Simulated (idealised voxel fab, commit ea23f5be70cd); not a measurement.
The name of this process module is voxel fin reveal.
Square cells of 5 nm make up the cross-section cut, whose width is 200 nm.
Notation: cross-section as square-cell grid; stated in bands, top first, going down; one or more cell rows per band. Band entry format. Leading values: height of top, height of bottom, nm. Remainder: materials in left-to-right order, each with its width in nm. Special words: "all across" on a single material, which then fills the band edge to edge; "blank", empty space. Zero point of the height axis is 0; under it, received wafer = one material. Lowest band: continues down indefinitely, "0 -> down". A width such as "30 to 40" changes by the same amount from each row of cells to the next, from the band's top row to its bottom row. "remains unaltered" after a step means that no cell of the cross-section changed. The entry titled "Sealed void list" provides the empty spaces that have no open way to the top, restricted to those of 8 cells or more. Each is presented as width x height at distance, the distance being measured from the left edge, with all three in nm. On a step's line, text after the settings is the simulator commenting on that step. overlay nm: right-of-plan distance of the mask on a masked step; negative values mean left-of-plan.

PLANNED STEP LIST FOR THE PROCESS
step 1: RECEIVE with material Si
step 2: CONFORMAL_DEP with material SiN, thk nm 5
step 3: PATTERN with tone cover, mask id FINS, material resist, width nm 15, pitch nm 45, thk nm 20, overlay nm 0
step 4: DIRECTIONAL_ETCH with etch materials SiN, depth nm 5
step 5: DIRECTIONAL_ETCH with etch materials Si, depth nm 40
step 6: STRIP with etch materials resist
step 7: OXIDIZE with depth nm 5
step 8: FILL_DEP with material SiO2, thk nm 5
step 9: CMP with height nm 5
step 10: SELECTIVE_ETCH with etch materials SiO2, depth nm 35
step 11: STRIP with etch materials SiN

CROSS-SECTION OF THE WAFER AT RECEIPT, WHICH IS THE CONDITION AFTER STEP 1
0 -> down = Si all across
Sealed void list: none

CROSS-SECTIONAL VIEW OF THE FIRST OF THE TWO WAFERS UPON COMPLETION OF THE MODULE, PROCESSED IN ACCORDANCE WITH THE PLAN
0 -> -30 = 50 nm blank, 5 nm Si, 40 nm blank, 5 nm Si, 40 nm blank, 5 nm Si, 55 nm blank
-30 -> -45 = 50 nm SiO2, 5 nm Si, 40 nm SiO2, 5 nm Si, 40 nm SiO2, 5 nm Si, 55 nm SiO2
-45 -> down = Si all across
Sealed void list: none

CROSS-SECTION, WAFER TWO OF TWO, END OF MODULE: SAME START AND PLAN AS WAFER ONE, ONE ERROR IN EXECUTION
0 -> -30 = 40 nm Si, 25 nm blank, 20 nm Si, 25 nm blank, 20 nm Si, 25 nm blank, 45 nm Si
-30 -> -45 = 40 nm Si, 25 nm SiO2, 20 nm Si, 25 nm SiO2, 20 nm Si, 25 nm SiO2, 45 nm Si
-45 -> down = Si all across
Sealed void list: none
Deviation noted in wafer processing: step 3 was run on a setting that differed from the plan, and what really ran there is PATTERN with tone open, mask id FINS, material resist, width nm 15, pitch nm 45, thk nm 20, overlay nm 0
Bottom line after processing is that, in cells, the second wafer is up or down on some materials versus the first: 198 more of Si, 66 fewer of SiO2
